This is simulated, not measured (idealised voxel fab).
Title: Process Module voxel fin reveal
The figure presents cross-section cut, which has a width of 150 nm and is divided into square cells with an edge length of 5 nm.
Cross-section format: a grid of square cells, given as bands from top to bottom; each band is one or more rows of cells. The band entry comprises the height of the band's top followed by the height of its bottom, expressed in nm, and subsequently the band's materials from left to right, each stated together with its width in nm. Where a single material is marked with the word "throughout", that material fills the band from edge to edge. The word "empty" represents empty space. Height datum 0, below which the as-received substrate wafer is one material. Lowest band open at the bottom, running downward: "0 and below". So if you see something like "30..40" for the width, read it as the top row of the band sitting at the first number and the bottom row at the second, with every row in between moving by the same amount as the last. "no alterations made" -> step changed no cross-section cell. Listed in "Trapped cavities": every empty space of 8 or more cells without an open way to the top. Form: width x height at distance, the distance being from the left edge, all in nm. Where a step's line continues beyond its settings, the continuation is a remark by the simulator itself on that step. For masked steps, "overlay nm" on the step line gives how far right of plan the mask actually lay; a minus sign means it lay to the left.
Planned process steps:
1,RECEIVE with material Si
2,CONFORMAL_DEP with material SiN, thk nm 10
3,DIRECTIONAL_DEP with material aC, thk nm 15
4,PATTERN with tone cover, mask id FINS, material resist, width nm 15, pitch nm 40, thk nm 30, overlay nm -10
5,DIRECTIONAL_ETCH with etch materials aC, depth nm 15
6,STRIP with etch materials resist
7,DIRECTIONAL_ETCH with etch materials SiN, depth nm 10
8,DIRECTIONAL_ETCH with etch materials Si, depth nm 40
9,STRIP with etch materials aC
10,OXIDIZE with depth nm 5
11,FILL_DEP with material SiO2, thk nm 15
12,CMP with height nm 10
13,SELECTIVE_ETCH with etch materials SiO2, depth nm 35
14,STRIP with etch materials SiN
For this document, wafers share an identical start and vary in the step 4 overlay nm; the plan quotes the first wafer's value.
Received condition of the first of several wafers, sectioned: post-step 1:
  0 and below | Si throughout
  Trapped cavities: none
Per wafer, end of module: cells gained (+) or lost (-) per material since receipt, then closed voids:
overlay nm -10; -243 Si; +108 SiO2; Trapped cavities: none
overlay nm -5; -243 Si; +108 SiO2; Trapped cavities: none
overlay nm 0; -243 Si; +108 SiO2; Trapped cavities: none
overlay nm 5; -243 Si; +108 SiO2; Trapped cavities: none
overlay nm 10; -243 Si; +108 SiO2; Trapped cavities: none
overlay nm 15; -243 Si; +108 SiO2; Trapped cavities: none
